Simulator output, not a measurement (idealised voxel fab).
process module | voxel tone inversion
cross-section cut | 210 nm wide | cells 5 nm
A cross-section is a grid of square cells, given in bands from the top down. A band is one or more rows of cells.
Each band's line starts with the height of the band's top and of its bottom, in nm. Then come its materials from left to right, each with its width in nm. One material with "throughout" fills the band from edge to edge. "air" is empty space.
Height 0 is the level under which the wafer as received is all one material. The lowest band goes on downwards, as in "0 down".
A width such as "30 to 40" changes by the same amount from each row of cells to the next, from the band's top row to its bottom row.
"no change" after a step means that no cell of the cross-section changed.
closed voids: empty space of 8 cells or more with no open way to the top, each as width x height at its distance from the left edge, in nm
after a step's settings: what the simulator itself notes on the step
overlay nm, on a step with a mask: how far to the right of its planned place the mask lay; to the left if negative
plan
1 op RECEIVE | material Si
2 op CONFORMAL_DEP | material SiN | thk nm 5
3 op DIRECTIONAL_DEP | material polySi | thk nm 20
4 op PATTERN | tone cover | mask id POSTS | material resist | width nm 20 | pitch nm 45 | thk nm 30 | overlay nm 0
5 op DIRECTIONAL_ETCH | etch materials polySi | depth nm 20
6 op STRIP | etch materials resist
7 op FILL_DEP | material SiO2 | thk nm 5
8 op CMP | height nm 25
9 op STRIP | etch materials polySi
10 op CONFORMAL_DEP | material TiN | thk nm 5
11 op FILL_DEP | material Cu | thk nm 10
12 op CMP | height nm 25
13 op CONFORMAL_DEP | material SiN | thk nm 5
first wafer, as planned
as received, after step 1
  0 down: Si throughout
  closed voids: none
after step 2
  5 to 0: SiN throughout
  below 0: unchanged
after step 3
  25 to 5: polySi throughout
  below 5: unchanged
after step 4
  55 to 25: air 50 | resist 20 | air 25 | resist 20 | air 25 | resist 20 | air 50
  below 25: unchanged
after step 5
  55 to 25: air 50 | resist 20 | air 25 | resist 20 | air 25 | resist 20 | air 50
  25 to 5: air 50 | polySi 20 | air 25 | polySi 20 | air 25 | polySi 20 | air 50
  below 5: unchanged
after step 6
  25 to 5: air 50 | polySi 20 | air 25 | polySi 20 | air 25 | polySi 20 | air 50
  below 5: unchanged
after step 7
  30 to 25: SiO2 throughout
  25 to 5: SiO2 50 | polySi 20 | SiO2 25 | polySi 20 | SiO2 25 | polySi 20 | SiO2 50
  below 5: unchanged
after step 8
  25 to 5: SiO2 50 | polySi 20 | SiO2 25 | polySi 20 | SiO2 25 | polySi 20 | SiO2 50
  below 5: unchanged
after step 9
  25 to 5: SiO2 50 | air 20 | SiO2 25 | air 20 | SiO2 25 | air 20 | SiO2 50
  below 5: unchanged
after step 10
  30 to 25: TiN 55 | air 10 | TiN 35 | air 10 | TiN 35 | air 10 | TiN 55
  25 to 10: SiO2 50 | TiN 5 | air 10 | TiN 5 | SiO2 25 | TiN 5 | air 10 | TiN 5 | SiO2 25 | TiN 5 | air 10 | TiN 5 | SiO2 50
  10 to 5: SiO2 50 | TiN 20 | SiO2 25 | TiN 20 | SiO2 25 | TiN 20 | SiO2 50
  below 5: unchanged
after step 11
  40 to 30: Cu throughout
  30 to 25: TiN 55 | Cu 10 | TiN 35 | Cu 10 | TiN 35 | Cu 10 | TiN 55
  25 to 10: SiO2 50 | TiN 5 | Cu 10 | TiN 5 | SiO2 25 | TiN 5 | Cu 10 | TiN 5 | SiO2 25 | TiN 5 | Cu 10 | TiN 5 | SiO2 50
  below 10: unchanged
after step 12
  25 to 10: SiO2 50 | TiN 5 | Cu 10 | TiN 5 | SiO2 25 | TiN 5 | Cu 10 | TiN 5 | SiO2 25 | TiN 5 | Cu 10 | TiN 5 | SiO2 50
  below 10: unchanged
after step 13
  30 to 25: SiN throughout
  below 25: unchanged
second wafer: like start, like plan, one mistake. Through step 3 it matches the first wafer
when step 4 should have ended
  55 to 25: resist 50 | air 20 | resist 25 | air 20 | resist 25 | air 20 | resist 50
  below 25: unchanged
when step 5 should have ended
  55 to 25: resist 50 | air 20 | resist 25 | air 20 | resist 25 | air 20 | resist 50
  25 to 5: polySi 50 | air 20 | polySi 25 | air 20 | polySi 25 | air 20 | polySi 50
  below 5: unchanged
when step 6 should have ended
  25 to 5: polySi 50 | air 20 | polySi 25 | air 20 | polySi 25 | air 20 | polySi 50
  below 5: unchanged
when step 7 should have ended
  30 to 25: SiO2 throughout
  25 to 5: polySi 50 | SiO2 20 | polySi 25 | SiO2 20 | polySi 25 | SiO2 20 | polySi 50
  below 5: unchanged
when step 8 should have ended
  25 to 5: polySi 50 | SiO2 20 | polySi 25 | SiO2 20 | polySi 25 | SiO2 20 | polySi 50
  below 5: unchanged
when step 9 should have ended
  25 to 5: air 50 | SiO2 20 | air 25 | SiO2 20 | air 25 | SiO2 20 | air 50
  below 5: unchanged
when step 10 should have ended
  30 to 25: air 45 | TiN 30 | air 15 | TiN 30 | air 15 | TiN 30 | air 45
  25 to 10: air 45 | TiN 5 | SiO2 20 | TiN 5 | air 15 | TiN 5 | SiO2 20 | TiN 5 | air 15 | TiN 5 | SiO2 20 | TiN 5 | air 45
  10 to 5: TiN 50 | SiO2 20 | TiN 25 | SiO2 20 | TiN 25 | SiO2 20 | TiN 50
  below 5: unchanged
when step 11 should have ended
  40 to 30: Cu throughout
  30 to 25: Cu 45 | TiN 30 | Cu 15 | TiN 30 | Cu 15 | TiN 30 | Cu 45
  25 to 10: Cu 45 | TiN 5 | SiO2 20 | TiN 5 | Cu 15 | TiN 5 | SiO2 20 | TiN 5 | Cu 15 | TiN 5 | SiO2 20 | TiN 5 | Cu 45
  below 10: unchanged
when step 12 should have ended
  25 to 10: Cu 45 | TiN 5 | SiO2 20 | TiN 5 | Cu 15 | TiN 5 | SiO2 20 | TiN 5 | Cu 15 | TiN 5 | SiO2 20 | TiN 5 | Cu 45
  below 10: unchanged
when step 13 should have ended
  30 to 25: SiN throughout
  below 25: unchanged
what went wrong: step 4 ran as: op PATTERN | tone open | mask id POSTS | material resist | width nm 20 | pitch nm 45 | thk nm 30 | overlay nm 0
at the end the second wafer has, in cells: 54 more of Cu | 72 fewer of SiO2 | 18 more of TiN
